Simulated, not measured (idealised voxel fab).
process module | voxel capacitor over wiring
cross-section cut | 270 nm wide | cells 5 nm
A cross-section is a grid of square cells, given in bands from the top down. A band is one or more rows of cells.
Each band's line starts with the height of the band's top and of its bottom, in nm. Then come its materials from left to right, each with its width in nm. One material with "throughout" fills the band from edge to edge. "air" is empty space.
Height 0 is the level under which the wafer as received is all one material. The lowest band goes on downwards, as in "0 down".
A width such as "30 to 40" changes by the same amount from each row of cells to the next, from the band's top row to its bottom row.
"no change" after a step means that no cell of the cross-section changed.
closed voids: empty space of 8 cells or more with no open way to the top, each as width x height at its distance from the left edge, in nm
after a step's settings: what the simulator itself notes on the step
overlay nm, on a step with a mask: how far to the right of its planned place the mask lay; to the left if negative
plan
1 op RECEIVE | material Si
2 op CONFORMAL_DEP | material SiO2 | thk nm 15
3 op CONFORMAL_DEP | material SiCN | thk nm 5
4 op DIRECTIONAL_DEP | material SiO2 | thk nm 15
5 op DIRECTIONAL_DEP | material aC | thk nm 10
6 op PATTERN | tone open | mask id METAL_1 | material resist | width nm 25 | pitch nm 90 | thk nm 25 | overlay nm 0
7 op DIRECTIONAL_ETCH | etch materials aC | depth nm 10
8 op STRIP | etch materials resist
9 op DIRECTIONAL_ETCH | etch materials SiO2 | depth nm 15
10 op DIRECTIONAL_ETCH | etch materials SiCN | depth nm 5
11 op STRIP | etch materials aC
12 op CONFORMAL_DEP | material TiN | thk nm 5
13 op FILL_DEP | material Ru | thk nm 5
14 op CMP | height nm 35
15 op CONFORMAL_DEP | material SiCN | thk nm 5
16 op DIRECTIONAL_DEP | material SiO2 | thk nm 20
17 op MASKED_ETCH | tone open | mask id PLUG_1 | width nm 15 | etch materials SiO2 | depth nm 20 | overlay nm 0
18 op MASKED_ETCH | tone open | mask id PLUG_1 | width nm 15 | etch materials SiCN | depth nm 5 | overlay nm 0
19 op CONFORMAL_DEP | material TiN | thk nm 5
20 op FILL_DEP | material Cu | thk nm 5
21 op CMP | height nm 60
22 op DIRECTIONAL_DEP | material TiN | thk nm 10
23 op DIRECTIONAL_DEP | material HfO2 | thk nm 5
24 op DIRECTIONAL_DEP | material TiN | thk nm 5
25 op DIRECTIONAL_DEP | material aC | thk nm 10
26 op PATTERN | tone cover | mask id UPPER_PLATE | material resist | width nm 70 | thk nm 25 | overlay nm 0
27 op DIRECTIONAL_ETCH | etch materials aC | depth nm 10
28 op STRIP | etch materials resist
29 op DIRECTIONAL_ETCH | etch materials TiN | depth nm 5
30 op DIRECTIONAL_ETCH | etch materials HfO2 | depth nm 5
31 op STRIP | etch materials aC
32 op DIRECTIONAL_DEP | material aC | thk nm 15
33 op PATTERN | tone cover | mask id LOWER_PLATE | material resist | width nm 80 | thk nm 30 | overlay nm 0
34 op DIRECTIONAL_ETCH | etch materials aC | depth nm 15
35 op STRIP | etch materials resist
36 op DIRECTIONAL_ETCH | etch materials TiN | depth nm 10
37 op STRIP | etch materials aC
38 op FILL_DEP | material SiO2 | thk nm 20
39 op CMP | height nm 95
40 op MASKED_ETCH | tone open | mask id PLUG_2 | width nm 15 | etch materials SiO2 | depth nm 15 | overlay nm 0
41 op CONFORMAL_DEP | material TiN | thk nm 5
42 op FILL_DEP | material W | thk nm 5
43 op CMP | height nm 95
44 op CONFORMAL_DEP | material SiCN | thk nm 5
as received, after step 1
  0 down: Si throughout
  closed voids: none
a wafer at the end: this start, this plan, one mistake
  110 to 95: SiCN throughout
  95 to 85: SiO2 95 | TiN 5 | W 5 | TiN 5 | SiO2 160
  85 to 75: SiO2 95 to 85 | TiN 15 to 70 | SiO2 160 to 115
  75 to 70: SiO2 85 | HfO2 70 | SiO2 115
  70 to 60: SiO2 80 | TiN 80 | SiO2 110
  60 to 40: SiO2 85 | TiN 5 | Cu 5 | TiN 5 | SiO2 170
  40 to 35: SiCN 85 | TiN 15 | SiCN 170
  35 to 20: SiO2 75 | TiN 5 | Ru 15 | TiN 5 | SiO2 65 | TiN 5 | Ru 15 | TiN 5 | SiO2 80
  20 to 15: SiCN 75 | TiN 25 | SiCN 65 | TiN 25 | SiCN 80
  15 to 0: SiO2 throughout
  0 down: Si throughout
  closed voids: none
what went wrong: step 44 ran as: op CONFORMAL_DEP | material SiCN | thk nm 15
